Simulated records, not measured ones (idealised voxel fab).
Process module in this document: voxel capacitor over wiring
We display cut, a cross-section 285 nm in width whose square cells are each 5 nm.
Cross-section format: a grid of square cells, given as bands from top to bottom; each band is one or more rows of cells.
It is stipulated that each band's entry specify, in nanometres, the height of the top of the band and then that of its bottom, followed by the materials of the band in left-to-right sequence, each together with its width in nanometres. A single material marked by the word "edge to edge" is understood to fill the band from edge to edge; the word "empty" is understood to denote empty space.
Heights are reckoned from 0. Under this level, the received wafer is all of one material. The bottommost band is open-ended downward, for example "0 nm and below".
Width: "30 to 40" (first number = top row, second number = bottom row, same change from row to row of cells).
Step note "all unchanged" = no cross-section cell changed.
"Trapped cavities": sealed empty spaces, 8 cells or more, no open way to top, listed width x height at distance, with distance from the left edge and width, height and distance in nm.
Formally, on a step line, whatever follows the settings is a remark that the simulator itself makes on the step.
Each step line may optionally specify "overlay nm", which for a step with a mask gives the rightward distance between the mask's planned place and where it lay, a negative value indicating the leftward direction.
Pairs from here to the end. Each: cross-section before one process step, cross-section after it, the latter only as far down as the lowest band that changed. Under each: the step between, and its settings. Mind that the pairs may be taken from different runs of this module on the same starting wafer; whether a pair continues from the pair above depends on its entry headed "Pre-step section", and it does only where that entry says so.
### Pre-step section
105 nm to 95 nm  empty: 110  aC: 50  empty: 125
95 nm to 90 nm  aC: 95  empty: 15  aC: 175
90 nm to 85 nm  aC: 110  TiN: 50  aC: 125
85 nm to 80 nm  aC: 110  SiN: 50  aC: 125
80 nm to 75 nm  TiN: 95  aC: 15  TiN: 175
75 nm to 70 nm  TiN edge to edge
70 nm to 65 nm  SiO2: 95  SiN: 15  SiO2: 175
65 nm to 55 nm  SiO2: 95  TiN: 15  SiO2: 175
55 nm to 40 nm  SiO2 edge to edge
40 nm to 35 nm  SiCN edge to edge
35 nm to 15 nm  SiO2: 80  TiN: 5  W: 20  TiN: 5  SiO2: 60  TiN: 5  W: 20  TiN: 5  SiO2: 85
15 nm to 10 nm  SiN: 80  TiN: 30  SiN: 60  TiN: 30  SiN: 85
10 nm to 0 nm  SiO2 edge to edge
0 nm and below  Si edge to edge
Trapped cavities: none
### Post-Step Section View
140 nm to 105 nm  empty: 90  resist: 75  empty: 120
105 nm to 95 nm  empty: 90  resist: 20  aC: 50  resist: 5  empty: 120
95 nm to 90 nm  aC: 95  resist: 15  aC: 175
Unchanged below 90.
Trapped cavities: none
Step linking the sections shown: PATTERN | tone cover | mask id LOWER_PLATE | material resist | width nm 75 | thk nm 35 | overlay nm 0
Pre-step section: same picture as after in the pair right above, so we don't repeat it.
### Post-Step Section View
125 nm to 105 nm  empty: 90  resist: 75  empty: 120
105 nm to 95 nm  empty: 90  resist: 20  aC: 50  resist: 5  empty: 120
95 nm to 90 nm  empty: 90  aC: 5  resist: 15  aC: 55  empty: 120
90 nm to 85 nm  empty: 90  aC: 20  TiN: 50  aC: 5  empty: 120
85 nm to 80 nm  empty: 90  aC: 20  SiN: 50  aC: 5  empty: 120
Unchanged below 80.
Trapped cavities: none
Step linking the sections shown: DIRECTIONAL_ETCH | etch materials aC | depth nm 15
Pre-step section: same picture as after in the pair right above, so we don't repeat it.
### Post-Step Section View
105 nm to 95 nm  empty: 110  aC: 50  empty: 125
95 nm to 90 nm  empty: 90  aC: 5  empty: 15  aC: 55  empty: 120
Unchanged below 90.
Trapped cavities: none
Step linking the sections shown: STRIP | etch materials resist
Pre-step section: same picture as after in the pair right above, so we don't repeat it.
### Post-Step Section View
105 nm to 95 nm  empty: 110  aC: 50  empty: 125
95 nm to 90 nm  empty: 90  aC: 5  empty: 15  aC: 55  empty: 120
90 nm to 85 nm  empty: 90  aC: 20  TiN: 50  aC: 5  empty: 120
85 nm to 80 nm  empty: 90  aC: 20  SiN: 50  aC: 5  empty: 120
80 nm to 75 nm  empty: 90  TiN: 5  aC: 15  TiN: 55  empty: 120
75 nm to 70 nm  empty: 90  TiN: 75  empty: 120
Unchanged below 70.
Trapped cavities: none
Step linking the sections shown: DIRECTIONAL_ETCH | etch materials TiN | depth nm 10
Pre-step section: same picture as after in the pair right above, so we don't repeat it.
### Post-Step Section View
90 nm to 85 nm  empty: 110  TiN: 50  empty: 125
85 nm to 80 nm  empty: 110  SiN: 50  empty: 125
80 nm to 75 nm  empty: 90  TiN: 5  empty: 15  TiN: 55  empty: 120
Unchanged below 75.
Trapped cavities: none
Step linking the sections shown: STRIP | etch materials aC
Pre-step section: same picture as after in the pair right above, so we don't repeat it.
### Post-Step Section View
105 nm to 90 nm  SiO2 edge to edge
90 nm to 85 nm  SiO2: 110  TiN: 50  SiO2: 125
85 nm to 80 nm  SiO2: 110  SiN: 50  SiO2: 125
80 nm to 75 nm  SiO2: 90  TiN: 5  SiO2: 15  TiN: 55  SiO2: 120
75 nm to 70 nm  SiO2: 90  TiN: 75  SiO2: 120
Unchanged below 70.
Trapped cavities: none
Step linking the sections shown: FILL_DEP | material SiO2 | thk nm 15
Pre-step section: same picture as after in the pair right above, so we don't repeat it.
### Post-Step Section View
85 nm to 80 nm  SiO2: 110  SiN: 50  SiO2: 125
Unchanged below 80.
Trapped cavities: none
Step linking the sections shown: CMP | height nm 85
Pre-step section: same picture as after in the pair right above, so we don't repeat it.
### Post-Step Section View
100 nm to 85 nm  aC edge to edge
Unchanged below 85.
Trapped cavities: none
Step linking the sections shown: DIRECTIONAL_DEP | material aC | thk nm 15
Pre-step section: same picture as after in the pair right above, so we don't repeat it.
### Post-Step Section View
135 nm to 100 nm  resist: 105  empty: 15  resist: 165
Unchanged below 100.
Trapped cavities: none
Step linking the sections shown: PATTERN | tone open | mask id PLUG_2 | material resist | width nm 15 | thk nm 35 | overlay nm 0
Pre-step section: same picture as after in the pair right above, so we don't repeat it.
### Post-Step Section View
120 nm to 100 nm  resist: 105  empty: 15  resist: 165
100 nm to 85 nm  aC: 105  empty: 15  aC: 165
Unchanged below 85.
Trapped cavities: none
Step linking the sections shown: DIRECTIONAL_ETCH | etch materials aC | depth nm 15
Pre-step section: same picture as after in the pair right above, so we don't repeat it.
### Post-Step Section View
100 nm to 85 nm  aC: 105  empty: 15  aC: 165
Unchanged below 85.
Trapped cavities: none
Step linking the sections shown: STRIP | etch materials resist
Pre-step section: same picture as after in the pair right above, so we don't repeat it.
### Post-Step Section View
100 nm to 85 nm  aC: 105  empty: 15  aC: 165
85 nm to 80 nm  SiO2: 105  empty: 5  SiN: 50  SiO2: 125
80 nm to 75 nm  SiO2: 90  TiN: 5  SiO2: 10  empty: 5  TiN: 55  SiO2: 120
Unchanged below 75.
Trapped cavities: none
Step linking the sections shown: DIRECTIONAL_ETCH | etch materials SiO2 | depth nm 10
Pre-step section: same picture as after in the pair right above, so we don't repeat it.
### Post-Step Section View
85 nm to 80 nm  SiO2: 105  empty: 5  SiN: 50  SiO2: 125
Unchanged below 80.
Trapped cavities: none
Step linking the sections shown: STRIP | etch materials aC
Pre-step section: same picture as after in the pair right above, so we don't repeat it.
### Post-Step Section View
90 nm to 85 nm  TiN edge to edge
85 nm to 80 nm  SiO2: 105  TiN: 5  SiN: 50  SiO2: 125
80 nm to 75 nm  SiO2: 90  TiN: 5  SiO2: 10  TiN: 60  SiO2: 120
Unchanged below 75.
Trapped cavities: none
Step linking the sections shown: CONFORMAL_DEP | material TiN | thk nm 5
Pre-step section: same picture as after in the pair right above, so we don't repeat it.
### Post-Step Section View
95 nm to 90 nm  Ru edge to edge
Unchanged below 90.
Trapped cavities: none
Step linking the sections shown: FILL_DEP | material Ru | thk nm 5
Pre-step section: same picture as after in the pair right above, so we don't repeat it.
### Post-Step Section View
85 nm to 80 nm  SiO2: 105  TiN: 5  SiN: 50  SiO2: 125
Unchanged below 80.
Trapped cavities: none
Step linking the sections shown: CMP | height nm 85
Pre-step section: same picture as after in the pair right above, so we don't repeat it.
### Post-Step Section View
90 nm to 85 nm  SiN edge to edge
Unchanged below 85.
Trapped cavities: none
Step linking the sections shown: CONFORMAL_DEP | material SiN | thk nm 5
### Pre-step section
35 nm to 15 nm  SiO2: 80  TiN: 5  W: 20  TiN: 5  SiO2: 60  TiN: 5  W: 20  TiN: 5  SiO2: 85
15 nm to 10 nm  SiN: 80  TiN: 30  SiN: 60  TiN: 30  SiN: 85
10 nm to 0 nm  SiO2 edge to edge
0 nm and below  Si edge to edge
Trapped cavities: none
### Post-Step Section View
50 nm to 35 nm  SiO2 edge to edge
Unchanged below 35.
Trapped cavities: none
Step linking the sections shown: DIRECTIONAL_DEP | material SiO2 | thk nm 15
Pre-step section: same picture as after in the pair right above, so we don't repeat it.
### Post-Step Section View
55 nm to 50 nm  SiCN edge to edge
Unchanged below 50.
Trapped cavities: none
Step linking the sections shown: CONFORMAL_DEP | material SiCN | thk nm 5
Pre-step section: same picture as after in the pair right above, so we don't repeat it.
### Post-Step Section View
70 nm to 55 nm  resist: 95  empty: 15  resist: 175
Unchanged below 55.
Trapped cavities: none
Step linking the sections shown: PATTERN | tone open | mask id PLUG_1 | material resist | width nm 15 | thk nm 15 | overlay nm 0
Pre-step section: same picture as after in the pair right above, so we don't repeat it.
### Post-Step Section View
70 nm to 55 nm  resist: 95  empty: 15  resist: 175
55 nm to 50 nm  SiCN: 95  empty: 15  SiCN: 175
Unchanged below 50.
Trapped cavities: none
Step linking the sections shown: DIRECTIONAL_ETCH | etch materials SiCN | depth nm 5
Pre-step section: same picture as after in the pair right above, so we don't repeat it.
### Post-Step Section View
55 nm to 50 nm  SiCN: 95  empty: 15  SiCN: 175
Unchanged below 50.
Trapped cavities: none
Step linking the sections shown: STRIP | etch materials resist
Pre-step section: same picture as after in the pair right above, so we don't repeat it.
### Post-Step Section View
65 nm to 60 nm  TiN: 95  empty: 15  TiN: 175
60 nm to 55 nm  TiN edge to edge
55 nm to 50 nm  SiCN: 95  TiN: 15  SiCN: 175
Unchanged below 50.
Trapped cavities: none
Step linking the sections shown: DIRECTIONAL_DEP | material TiN | thk nm 10
Pre-step section: same picture as after in the pair right above, so we don't repeat it.
### Post-Step Section View
70 nm to 65 nm  SiN: 95  empty: 15  SiN: 175
65 nm to 60 nm  TiN: 95  SiN: 15  TiN: 175
Unchanged below 60.
Trapped cavities: none
Step linking the sections shown: DIRECTIONAL_DEP | material SiN | thk nm 5
Pre-step section: same picture as after in the pair right above, so we don't repeat it.
### Post-Step Section View
75 nm to 70 nm  TiN: 95  empty: 15  TiN: 175
70 nm to 65 nm  SiN: 95  TiN: 15  SiN: 175
Unchanged below 65.
Trapped cavities: none
Step linking the sections shown: DIRECTIONAL_DEP | material TiN | thk nm 5
Pre-step section: same picture as after in the pair right above, so we don't repeat it.
### Post-Step Section View
90 nm to 85 nm  aC: 95  empty: 15  aC: 175
85 nm to 75 nm  aC edge to edge
75 nm to 70 nm  TiN: 95  aC: 15  TiN: 175
Unchanged below 70.
Trapped cavities: none
Step linking the sections shown: DIRECTIONAL_DEP | material aC | thk nm 15
Pre-step section: same picture as after in the pair right above, so we don't repeat it.
### Post-Step Section View
120 nm to 90 nm  empty: 95  resist: 65  empty: 125
90 nm to 85 nm  aC: 95  resist: 15  aC: 175
Unchanged below 85.
Trapped cavities: none
Step linking the sections shown: PATTERN | tone cover | mask id UPPER_PLATE | material resist | width nm 65 | thk nm 30 | overlay nm 0
Pre-step section: same picture as after in the pair right above, so we don't repeat it.
### Post-Step Section View
105 nm to 90 nm  empty: 95  resist: 65  empty: 125
90 nm to 85 nm  empty: 95  resist: 15  aC: 50  empty: 125
85 nm to 75 nm  empty: 95  aC: 65  empty: 125
Unchanged below 75.
Trapped cavities: none
Step linking the sections shown: DIRECTIONAL_ETCH | etch materials aC | depth nm 15
Pre-step section: same picture as after in the pair right above, so we don't repeat it.
### Post-Step Section View
90 nm to 85 nm  empty: 110  aC: 50  empty: 125
Unchanged below 85.
Trapped cavities: none
Step linking the sections shown: STRIP | etch materials resist
Pre-step section: same picture as after in the pair right above, so we don't repeat it.
### Post-Step Section View
90 nm to 85 nm  empty: 110  aC: 50  empty: 125
85 nm to 75 nm  empty: 95  aC: 65  empty: 125
75 nm to 70 nm  empty: 95  aC: 15  TiN: 50  empty: 125
Unchanged below 70.
Trapped cavities: none
Step linking the sections shown: DIRECTIONAL_ETCH | etch materials TiN | depth nm 5
Pre-step section: same picture as after in the pair right above, so we don't repeat it.
### Post-Step Section View
90 nm to 85 nm  empty: 110  aC: 50  empty: 125
85 nm to 75 nm  empty: 95  aC: 65  empty: 125
75 nm to 70 nm  empty: 95  aC: 15  TiN: 50  empty: 125
70 nm to 65 nm  empty: 95  TiN: 15  SiN: 50  empty: 125
Unchanged below 65.
Trapped cavities: none
Step linking the sections shown: DIRECTIONAL_ETCH | etch materials SiN | depth nm 5
Pre-step section: same picture as after in the pair right above, so we don't repeat it.
### Post-Step Section View
75 nm to 70 nm  empty: 110  TiN: 50  empty: 125
Unchanged below 70.
Trapped cavities: none
Step linking the sections shown: STRIP | etch materials aC
Pre-step section: same picture as after in the pair right above, so we don't repeat it.
### Post-Step Section View
90 nm to 80 nm  empty: 110 to 95  aC: 50 to 65  empty: 125
80 nm to 75 nm  aC edge to edge
75 nm to 70 nm  aC: 110  TiN: 50  aC: 125
70 nm to 65 nm  aC: 95  TiN: 15  SiN: 50  aC: 125
Unchanged below 65.
Trapped cavities: none
Step linking the sections shown: DIRECTIONAL_DEP | material aC | thk nm 15
Pre-step section: same picture as after in the pair right above, so we don't repeat it.
### Post-Step Section View
125 nm to 90 nm  empty: 90  resist: 75  empty: 120
90 nm to 80 nm  empty: 90  resist: 20 to 5  aC: 50 to 65  resist: 5  empty: 120
Unchanged below 80.
Trapped cavities: none
Step linking the sections shown: PATTERN | tone cover | mask id LOWER_PLATE | material resist | width nm 75 | thk nm 35 | overlay nm 0
Pre-step section: same picture as after in the pair right above, so we don't repeat it.
### Post-Step Section View
110 nm to 90 nm  empty: 90  resist: 75  empty: 120
90 nm to 80 nm  empty: 90  resist: 20 to 5  aC: 50 to 65  resist: 5  empty: 120
80 nm to 75 nm  empty: 90  aC: 75  empty: 120
75 nm to 70 nm  empty: 90  aC: 20  TiN: 50  aC: 5  empty: 120
70 nm to 65 nm  empty: 90  aC: 5  TiN: 15  SiN: 50  aC: 5  empty: 120
Unchanged below 65.
Trapped cavities: none
Step linking the sections shown: DIRECTIONAL_ETCH | etch materials aC | depth nm 15
Pre-step section: same picture as after in the pair right above, so we don't repeat it.
### Post-Step Section View
90 nm to 80 nm  empty: 110 to 95  aC: 50 to 65  empty: 125
Unchanged below 80.
Trapped cavities: none
Step linking the sections shown: STRIP | etch materials resist
Pre-step section: same picture as after in the pair right above, so we don't repeat it.
### Post-Step Section View
90 nm to 80 nm  empty: 110 to 95  aC: 50 to 65  empty: 125
80 nm to 75 nm  empty: 90  aC: 75  empty: 120
75 nm to 70 nm  empty: 90  aC: 20  TiN: 50  aC: 5  empty: 120
70 nm to 65 nm  empty: 90  aC: 5  TiN: 15  SiN: 50  aC: 5  empty: 120
65 nm to 60 nm  empty: 90  TiN: 5  SiN: 15  TiN: 55  empty: 120
60 nm to 55 nm  empty: 90  TiN: 75  empty: 120
Unchanged below 55.
Trapped cavities: none
Step linking the sections shown: DIRECTIONAL_ETCH | etch materials TiN | depth nm 10
Pre-step section: same picture as after in the pair right above, so we don't repeat it.
### Post-Step Section View
75 nm to 70 nm  empty: 110  TiN: 50  empty: 125
70 nm to 65 nm  empty: 95  TiN: 15  SiN: 50  empty: 125
Unchanged below 65.
Trapped cavities: none
Step linking the sections shown: STRIP | etch materials aC
Pre-step section: same picture as after in the pair right above, so we don't repeat it.
### Post-Step Section View
90 nm to 75 nm  SiO2 edge to edge
75 nm to 70 nm  SiO2: 110  TiN: 50  SiO2: 125
70 nm to 65 nm  SiO2: 95  TiN: 15  SiN: 50  SiO2: 125
65 nm to 60 nm  SiO2: 90  TiN: 5  SiN: 15  TiN: 55  SiO2: 120
60 nm to 55 nm  SiO2: 90  TiN: 75  SiO2: 120
Unchanged below 55.
Trapped cavities: none
Step linking the sections shown: FILL_DEP | material SiO2 | thk nm 15
Pre-step section: same picture as after in the pair right above, so we don't repeat it.
### Post-Step Section View
85 nm to 75 nm  SiO2 edge to edge
Unchanged below 75.
Trapped cavities: none
Step linking the sections shown: CMP | height nm 85
Pre-step section: same picture as after in the pair right above, so we don't repeat it.
### Post-Step Section View
100 nm to 85 nm  aC edge to edge
Unchanged below 85.
Trapped cavities: none
Step linking the sections shown: DIRECTIONAL_DEP | material aC | thk nm 15
Pre-step section: same picture as after in the pair right above, so we don't repeat it.
### Post-Step Section View
135 nm to 100 nm  resist: 105  empty: 15  resist: 165
Unchanged below 100.
Trapped cavities: none
Step linking the sections shown: PATTERN | tone open | mask id PLUG_2 | material resist | width nm 15 | thk nm 35 | overlay nm 0
Pre-step section: same picture as after in the pair right above, so we don't repeat it.
### Post-Step Section View
120 nm to 100 nm  resist: 105  empty: 15  resist: 165
100 nm to 85 nm  aC: 105  empty: 15  aC: 165
Unchanged below 85.
Trapped cavities: none
Step linking the sections shown: DIRECTIONAL_ETCH | etch materials aC | depth nm 15
Pre-step section: same picture as after in the pair right above, so we don't repeat it.
### Post-Step Section View
100 nm to 85 nm  aC: 105  empty: 15  aC: 165
Unchanged below 85.
Trapped cavities: none
Step linking the sections shown: STRIP | etch materials resist
Pre-step section: same picture as after in the pair right above, so we don't repeat it.
### Post-Step Section View
100 nm to 85 nm  aC: 105  empty: 15  aC: 165
85 nm to 75 nm  SiO2: 105  empty: 15  SiO2: 165
Unchanged below 75.
Trapped cavities: none
Step linking the sections shown: DIRECTIONAL_ETCH | etch materials SiO2 | depth nm 10
Pre-step section: same picture as after in the pair right above, so we don't repeat it.
### Post-Step Section View
85 nm to 75 nm  SiO2: 105  empty: 15  SiO2: 165
Unchanged below 75.
Trapped cavities: none
Step linking the sections shown: STRIP | etch materials aC
Pre-step section: same picture as after in the pair right above, so we don't repeat it.
### Post-Step Section View
90 nm to 85 nm  TiN: 110  empty: 5  TiN: 170
85 nm to 80 nm  SiO2: 105  TiN: 5  empty: 5  TiN: 5  SiO2: 165
80 nm to 70 nm  SiO2: 105 to 110  TiN: 15 to 50  SiO2: 165 to 125
Unchanged below 70.
Trapped cavities: none
Step linking the sections shown: CONFORMAL_DEP | material TiN | thk nm 5
Pre-step section: same picture as after in the pair right above, so we don't repeat it.
### Post-Step Section View
95 nm to 90 nm  Ru edge to edge
90 nm to 85 nm  TiN: 110  Ru: 5  TiN: 170
85 nm to 80 nm  SiO2: 105  TiN: 5  Ru: 5  TiN: 5  SiO2: 165
Unchanged below 80.
Trapped cavities: none
Step linking the sections shown: FILL_DEP | material Ru | thk nm 5
Pre-step section: same picture as after in the pair right above, so we don't repeat it.
### Post-Step Section View
85 nm to 80 nm  SiO2: 105  TiN: 5  Ru: 5  TiN: 5  SiO2: 165
Unchanged below 80.
Trapped cavities: none
Step linking the sections shown: CMP | height nm 85
Pre-step section: same picture as after in the pair right above, so we don't repeat it.
### Post-Step Section View
90 nm to 85 nm  SiN edge to edge
Unchanged below 85.
Trapped cavities: none
Step linking the sections shown: CONFORMAL_DEP | material SiN | thk nm 5
### Pre-step section
10 nm to 0 nm  SiO2 edge to edge
0 nm and below  Si edge to edge
Trapped cavities: none
### Post-Step Section View
25 nm to 10 nm  SiN edge to edge
Unchanged below 10.
Trapped cavities: none
Step linking the sections shown: CONFORMAL_DEP | material SiN | thk nm 15
Pre-step section: same picture as after in the pair right above, so we don't repeat it.
### Post-Step Section View
45 nm to 25 nm  SiO2 edge to edge
Unchanged below 25.
Trapped cavities: none
Step linking the sections shown: DIRECTIONAL_DEP | material SiO2 | thk nm 20
Pre-step section: same picture as after in the pair right above, so we don't repeat it.
### Post-Step Section View
45 nm to 25 nm  SiO2: 80  empty: 30  SiO2: 60  empty: 30  SiO2: 85
Unchanged below 25.
Trapped cavities: none
Step linking the sections shown: MASKED_ETCH | tone open | mask id METAL_1 | width nm 30 | pitch nm 90 | etch materials SiO2 | depth nm 20 | overlay nm 0
Pre-step section: same picture as after in the pair right above, so we don't repeat it.
### Post-Step Section View
45 nm to 25 nm  SiO2: 80  empty: 30  SiO2: 60  empty: 30  SiO2: 85
25 nm to 20 nm  SiN: 80  empty: 30  SiN: 60  empty: 30  SiN: 85
Unchanged below 20.
Trapped cavities: none
Step linking the sections shown: MASKED_ETCH | tone open | mask id METAL_1 | width nm 30 | pitch nm 90 | etch materials SiN | depth nm 5 | overlay nm 0
Pre-step section: same picture as after in the pair right above, so we don't repeat it.
### Post-Step Section View
50 nm to 45 nm  TiN: 85  empty: 20  TiN: 70  empty: 20  TiN: 90
45 nm to 25 nm  SiO2: 80  TiN: 5  empty: 20  TiN: 5  SiO2: 60  TiN: 5  empty: 20  TiN: 5  SiO2: 85
25 nm to 20 nm  SiN: 80  TiN: 30  SiN: 60  TiN: 30  SiN: 85
Unchanged below 20.
Trapped cavities: none
Step linking the sections shown: CONFORMAL_DEP | material TiN | thk nm 5
Pre-step section: same picture as after in the pair right above, so we don't repeat it.
### Post-Step Section View
55 nm to 50 nm  W edge to edge
50 nm to 45 nm  TiN: 85  W: 20  TiN: 70  W: 20  TiN: 90
45 nm to 25 nm  SiO2: 80  TiN: 5  W: 20  TiN: 5  SiO2: 60  TiN: 5  W: 20  TiN: 5  SiO2: 85
Unchanged below 25.
Trapped cavities: none
Step linking the sections shown: FILL_DEP | material W | thk nm 5
Pre-step section: same picture as after in the pair right above, so we don't repeat it.
### Post-Step Section View
35 nm to 25 nm  SiO2: 80  TiN: 5  W: 20  TiN: 5  SiO2: 60  TiN: 5  W: 20  TiN: 5  SiO2: 85
Unchanged below 25.
Trapped cavities: none
Step linking the sections shown: CMP | height nm 35
Pre-step section: same picture as after in the pair right above, so we don't repeat it.
### Post-Step Section View
40 nm to 35 nm  SiCN edge to edge
Unchanged below 35.
Trapped cavities: none
Step linking the sections shown: CONFORMAL_DEP | material SiCN | thk nm 5
Pre-step section: same picture as after in the pair right above, so we don't repeat it.
### Post-Step Section View
55 nm to 40 nm  SiO2 edge to edge
Unchanged below 40.
Trapped cavities: none
Step linking the sections shown: DIRECTIONAL_DEP | material SiO2 | thk nm 15
Pre-step section: same picture as after in the pair right above, so we don't repeat it.
### Post-Step Section View
70 nm to 55 nm  resist: 95  empty: 15  resist: 175
Unchanged below 55.
Trapped cavities: none
Step linking the sections shown: PATTERN | tone open | mask id PLUG_1 | material resist | width nm 15 | thk nm 15 | overlay nm 0
Pre-step section: same picture as after in the pair right above, so we don't repeat it.
### Post-Step Section View
70 nm to 55 nm  resist: 95  empty: 15  resist: 175
55 nm to 40 nm  SiO2: 95  empty: 15  SiO2: 175
Unchanged below 40.
Trapped cavities: none
Step linking the sections shown: DIRECTIONAL_ETCH | etch materials SiO2 | depth nm 15
Pre-step section: same picture as after in the pair right above, so we don't repeat it.
### Post-Step Section View
70 nm to 55 nm  resist: 95  empty: 15  resist: 175
55 nm to 40 nm  SiO2: 95  empty: 15  SiO2: 175
40 nm to 35 nm  SiCN: 95  empty: 15  SiCN: 175
Unchanged below 35.
Trapped cavities: none
Step linking the sections shown: DIRECTIONAL_ETCH | etch materials SiCN | depth nm 5
Pre-step section: same picture as after in the pair right above, so we don't repeat it.
### Post-Step Section View
55 nm to 40 nm  SiO2: 95  empty: 15  SiO2: 175
Unchanged below 40.
Trapped cavities: none
Step linking the sections shown: STRIP | etch materials resist
Pre-step section: same picture as after in the pair right above, so we don't repeat it.
### Post-Step Section View
55 nm to 45 nm  SiO2: 95  empty: 15  SiO2: 175
45 nm to 40 nm  SiO2: 95  Ru: 15  SiO2: 175
40 nm to 35 nm  SiCN: 95  Ru: 15  SiCN: 175
Unchanged below 35.
Trapped cavities: none
Step linking the sections shown: EPI | material Ru | thk nm 10
Pre-step section: same picture as after in the pair right above, so we don't repeat it.
### Post-Step Section View
55 nm to 40 nm  SiO2: 95  Ru: 15  SiO2: 175
Unchanged below 40.
Trapped cavities: none
Step linking the sections shown: EPI | material Ru | thk nm 10
Pre-step section: same picture as after in the pair right above, so we don't repeat it.
### Post-Step Section View
65 nm to 55 nm  TiN edge to edge
Unchanged below 55.
Trapped cavities: none
Step linking the sections shown: DIRECTIONAL_DEP | material TiN | thk nm 10
Pre-step section: same picture as after in the pair right above, so we don't repeat it.
### Post-Step Section View
70 nm to 65 nm  SiN edge to edge
Unchanged below 65.
Trapped cavities: none
Step linking the sections shown: DIRECTIONAL_DEP | material SiN | thk nm 5
Pre-step section: same picture as after in the pair right above, so we don't repeat it.
### Post-Step Section View
75 nm to 70 nm  TiN edge to edge
Unchanged below 70.
Trapped cavities: none
Step linking the sections shown: DIRECTIONAL_DEP | material TiN | thk nm 5
Pre-step section: same picture as after in the pair right above, so we don't repeat it.
### Post-Step Section View
90 nm to 75 nm  aC edge to edge
Unchanged below 75.
Trapped cavities: none
Step linking the sections shown: DIRECTIONAL_DEP | material aC | thk nm 15
Pre-step section: same picture as after in the pair right above, so we don't repeat it.
### Post-Step Section View
120 nm to 90 nm  empty: 95  resist: 65  empty: 125
Unchanged below 90.
Trapped cavities: none
Step linking the sections shown: PATTERN | tone cover | mask id UPPER_PLATE | material resist | width nm 65 | thk nm 30 | overlay nm 0
Pre-step section: same picture as after in the pair right above, so we don't repeat it.
### Post-Step Section View
105 nm to 90 nm  empty: 95  resist: 65  empty: 125
90 nm to 75 nm  empty: 95  aC: 65  empty: 125
Unchanged below 75.
Trapped cavities: none
Step linking the sections shown: DIRECTIONAL_ETCH | etch materials aC | depth nm 15
Pre-step section: same picture as after in the pair right above, so we don't repeat it.
### Post-Step Section View
90 nm to 75 nm  empty: 95  aC: 65  empty: 125
Unchanged below 75.
Trapped cavities: none
Step linking the sections shown: STRIP | etch materials resist
Pre-step section: same picture as after in the pair right above, so we don't repeat it.
### Post-Step Section View
90 nm to 75 nm  empty: 95  aC: 65  empty: 125
75 nm to 70 nm  empty: 95  TiN: 65  empty: 125
Unchanged below 70.
Trapped cavities: none
Step linking the sections shown: DIRECTIONAL_ETCH | etch materials TiN | depth nm 5
Pre-step section: same picture as after in the pair right above, so we don't repeat it.
### Post-Step Section View
90 nm to 75 nm  empty: 95  aC: 65  empty: 125
75 nm to 70 nm  empty: 95  TiN: 65  empty: 125
70 nm to 65 nm  empty: 95  SiN: 65  empty: 125
Unchanged below 65.
Trapped cavities: none
Step linking the sections shown: DIRECTIONAL_ETCH | etch materials SiN | depth nm 5
Pre-step section: same picture as after in the pair right above, so we don't repeat it.
### Post-Step Section View
75 nm to 70 nm  empty: 95  TiN: 65  empty: 125
Unchanged below 70.
Trapped cavities: none
Step linking the sections shown: STRIP | etch materials aC
Pre-step section: same picture as after in the pair right above, so we don't repeat it.
### Post-Step Section View
90 nm to 80 nm  empty: 95  aC: 65  empty: 125
80 nm to 75 nm  aC edge to edge
75 nm to 70 nm  aC: 95  TiN: 65  aC: 125
70 nm to 65 nm  aC: 95  SiN: 65  aC: 125
Unchanged below 65.
Trapped cavities: none
Step linking the sections shown: DIRECTIONAL_DEP | material aC | thk nm 15
Pre-step section: same picture as after in the pair right above, so we don't repeat it.
### Post-Step Section View
125 nm to 90 nm  empty: 90  resist: 75  empty: 120
90 nm to 80 nm  empty: 90  resist: 5  aC: 65  resist: 5  empty: 120
Unchanged below 80.
Trapped cavities: none
Step linking the sections shown: PATTERN | tone cover | mask id LOWER_PLATE | material resist | width nm 75 | thk nm 35 | overlay nm 0
Pre-step section: same picture as after in the pair right above, so we don't repeat it.
### Post-Step Section View
110 nm to 90 nm  empty: 90  resist: 75  empty: 120
90 nm to 80 nm  empty: 90  resist: 5  aC: 65  resist: 5  empty: 120
80 nm to 75 nm  empty: 90  aC: 75  empty: 120
75 nm to 70 nm  empty: 90  aC: 5  TiN: 65  aC: 5  empty: 120
70 nm to 65 nm  empty: 90  aC: 5  SiN: 65  aC: 5  empty: 120
Unchanged below 65.
Trapped cavities: none
Step linking the sections shown: DIRECTIONAL_ETCH | etch materials aC | depth nm 15
Pre-step section: same picture as after in the pair right above, so we don't repeat it.
### Post-Step Section View
90 nm to 80 nm  empty: 95  aC: 65  empty: 125
Unchanged below 80.
Trapped cavities: none
Step linking the sections shown: STRIP | etch materials resist
Pre-step section: same picture as after in the pair right above, so we don't repeat it.
### Post-Step Section View
90 nm to 80 nm  empty: 95  aC: 65  empty: 125
80 nm to 75 nm  empty: 90  aC: 75  empty: 120
75 nm to 70 nm  empty: 90  aC: 5  TiN: 65  aC: 5  empty: 120
70 nm to 65 nm  empty: 90  aC: 5  SiN: 65  aC: 5  empty: 120
65 nm to 55 nm  empty: 90  TiN: 75  empty: 120
Unchanged below 55.
Trapped cavities: none
Step linking the sections shown: DIRECTIONAL_ETCH | etch materials TiN | depth nm 10
Pre-step section: same picture as after in the pair right above, so we don't repeat it.
### Post-Step Section View
75 nm to 70 nm  empty: 95  TiN: 65  empty: 125
70 nm to 65 nm  empty: 95  SiN: 65  empty: 125
Unchanged below 65.
Trapped cavities: none
Step linking the sections shown: STRIP | etch materials aC
Pre-step section: same picture as after in the pair right above, so we don't repeat it.
### Post-Step Section View
90 nm to 75 nm  SiO2 edge to edge
75 nm to 70 nm  SiO2: 95  TiN: 65  SiO2: 125
70 nm to 65 nm  SiO2: 95  SiN: 65  SiO2: 125
65 nm to 55 nm  SiO2: 90  TiN: 75  SiO2: 120
Unchanged below 55.
Trapped cavities: none
Step linking the sections shown: FILL_DEP | material SiO2 | thk nm 15
Pre-step section: same picture as after in the pair right above, so we don't repeat it.
### Post-Step Section View
85 nm to 75 nm  SiO2 edge to edge
Unchanged below 75.
Trapped cavities: none
Step linking the sections shown: CMP | height nm 85
Pre-step section: same picture as after in the pair right above, so we don't repeat it.
### Post-Step Section View
100 nm to 85 nm  aC edge to edge
Unchanged below 85.
Trapped cavities: none
Step linking the sections shown: DIRECTIONAL_DEP | material aC | thk nm 15
Pre-step section: same picture as after in the pair right above, so we don't repeat it.
### Post-Step Section View
135 nm to 100 nm  resist: 105  empty: 15  resist: 165
Unchanged below 100.
Trapped cavities: none
Step linking the sections shown: PATTERN | tone open | mask id PLUG_2 | material resist | width nm 15 | thk nm 35 | overlay nm 0
